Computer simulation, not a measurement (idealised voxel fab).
process module | voxel tone inversion
cross-section cut | 270 nm wide | cells 5 nm
A cross-section is a grid of square cells, given in bands from the top down. A band is one or more rows of cells.
Each band's line starts with the height of the band's top and of its bottom, in nm. Then come its materials from left to right, each with its width in nm. One material with "throughout" fills the band from edge to edge. "air" is empty space.
Height 0 is the level under which the wafer as received is all one material. The lowest band goes on downwards, as in "0 down".
A width such as "30 to 40" changes by the same amount from each row of cells to the next, from the band's top row to its bottom row.
"no change" after a step means that no cell of the cross-section changed.
closed voids: empty space of 8 cells or more with no open way to the top, each as width x height at its distance from the left edge, in nm
after a step's settings: what the simulator itself notes on the step
overlay nm, on a step with a mask: how far to the right of its planned place the mask lay; to the left if negative
plan
1 op RECEIVE | material Si
2 op CONFORMAL_DEP | material SiCN | thk nm 5
3 op DIRECTIONAL_DEP | material aC | thk nm 20
4 op PATTERN | tone cover | mask id POSTS | material resist | width nm 20 | pitch nm 50 | thk nm 30 | overlay nm 0
5 op DIRECTIONAL_ETCH | etch materials aC | depth nm 20
6 op STRIP | etch materials resist
7 op FILL_DEP | material lowk | thk nm 5
8 op CMP | height nm 25
9 op STRIP | etch materials aC
10 op CONFORMAL_DEP | material TiN | thk nm 5
11 op FILL_DEP | material Ru | thk nm 5
12 op CMP | height nm 25
13 op CONFORMAL_DEP | material SiN | thk nm 5
first wafer, as planned
as received, after step 1
  0 down: Si throughout
  closed voids: none
after step 2
  5 to 0: SiCN throughout
  below 0: unchanged
after step 3
  25 to 5: aC throughout
  below 5: unchanged
after step 4
  55 to 25: air 100 | resist 20 | air 30 | resist 20 | air 100
  below 25: unchanged
after step 5
  35 to 25: air 100 | resist 20 | air 30 | resist 20 | air 100
  25 to 5: air 100 | aC 20 | air 30 | aC 20 | air 100
  below 5: unchanged
after step 6
  25 to 5: air 100 | aC 20 | air 30 | aC 20 | air 100
  below 5: unchanged
after step 7
  30 to 25: lowk throughout
  25 to 5: lowk 100 | aC 20 | lowk 30 | aC 20 | lowk 100
  below 5: unchanged
after step 8
  25 to 5: lowk 100 | aC 20 | lowk 30 | aC 20 | lowk 100
  below 5: unchanged
after step 9
  25 to 5: lowk 100 | air 20 | lowk 30 | air 20 | lowk 100
  below 5: unchanged
after step 10
  30 to 25: TiN 105 | air 10 | TiN 40 | air 10 | TiN 105
  25 to 10: lowk 100 | TiN 5 | air 10 | TiN 5 | lowk 30 | TiN 5 | air 10 | TiN 5 | lowk 100
  10 to 5: lowk 100 | TiN 20 | lowk 30 | TiN 20 | lowk 100
  below 5: unchanged
after step 11
  35 to 30: Ru throughout
  30 to 25: TiN 105 | Ru 10 | TiN 40 | Ru 10 | TiN 105
  25 to 10: lowk 100 | TiN 5 | Ru 10 | TiN 5 | lowk 30 | TiN 5 | Ru 10 | TiN 5 | lowk 100
  below 10: unchanged
after step 12
  25 to 10: lowk 100 | TiN 5 | Ru 10 | TiN 5 | lowk 30 | TiN 5 | Ru 10 | TiN 5 | lowk 100
  below 10: unchanged
after step 13
  30 to 25: SiN throughout
  below 25: unchanged
second wafer: like start, like plan, one mistake. Through step 3 it matches the first wafer
when step 4 should have ended
  55 to 25: air 95 | resist 20 | air 30 | resist 20 | air 105
  below 25: unchanged
when step 5 should have ended
  35 to 25: air 95 | resist 20 | air 30 | resist 20 | air 105
  25 to 5: air 95 | aC 20 | air 30 | aC 20 | air 105
  below 5: unchanged
when step 6 should have ended
  25 to 5: air 95 | aC 20 | air 30 | aC 20 | air 105
  below 5: unchanged
when step 7 should have ended
  30 to 25: lowk throughout
  25 to 5: lowk 95 | aC 20 | lowk 30 | aC 20 | lowk 105
  below 5: unchanged
when step 8 should have ended
  25 to 5: lowk 95 | aC 20 | lowk 30 | aC 20 | lowk 105
  below 5: unchanged
when step 9 should have ended
  25 to 5: lowk 95 | air 20 | lowk 30 | air 20 | lowk 105
  below 5: unchanged
when step 10 should have ended
  30 to 25: TiN 100 | air 10 | TiN 40 | air 10 | TiN 110
  25 to 10: lowk 95 | TiN 5 | air 10 | TiN 5 | lowk 30 | TiN 5 | air 10 | TiN 5 | lowk 105
  10 to 5: lowk 95 | TiN 20 | lowk 30 | TiN 20 | lowk 105
  below 5: unchanged
when step 11 should have ended
  35 to 30: Ru throughout
  30 to 25: TiN 100 | Ru 10 | TiN 40 | Ru 10 | TiN 110
  25 to 10: lowk 95 | TiN 5 | Ru 10 | TiN 5 | lowk 30 | TiN 5 | Ru 10 | TiN 5 | lowk 105
  below 10: unchanged
when step 12 should have ended
  25 to 10: lowk 95 | TiN 5 | Ru 10 | TiN 5 | lowk 30 | TiN 5 | Ru 10 | TiN 5 | lowk 105
  below 10: unchanged
when step 13 should have ended
  30 to 25: SiN throughout
  below 25: unchanged
what went wrong: step 4 ran as: op PATTERN | tone cover | mask id POSTS | material resist | width nm 20 | pitch nm 50 | thk nm 30 | overlay nm -5
at the end the second wafer has, in cells: as many of each material as the first, in other places
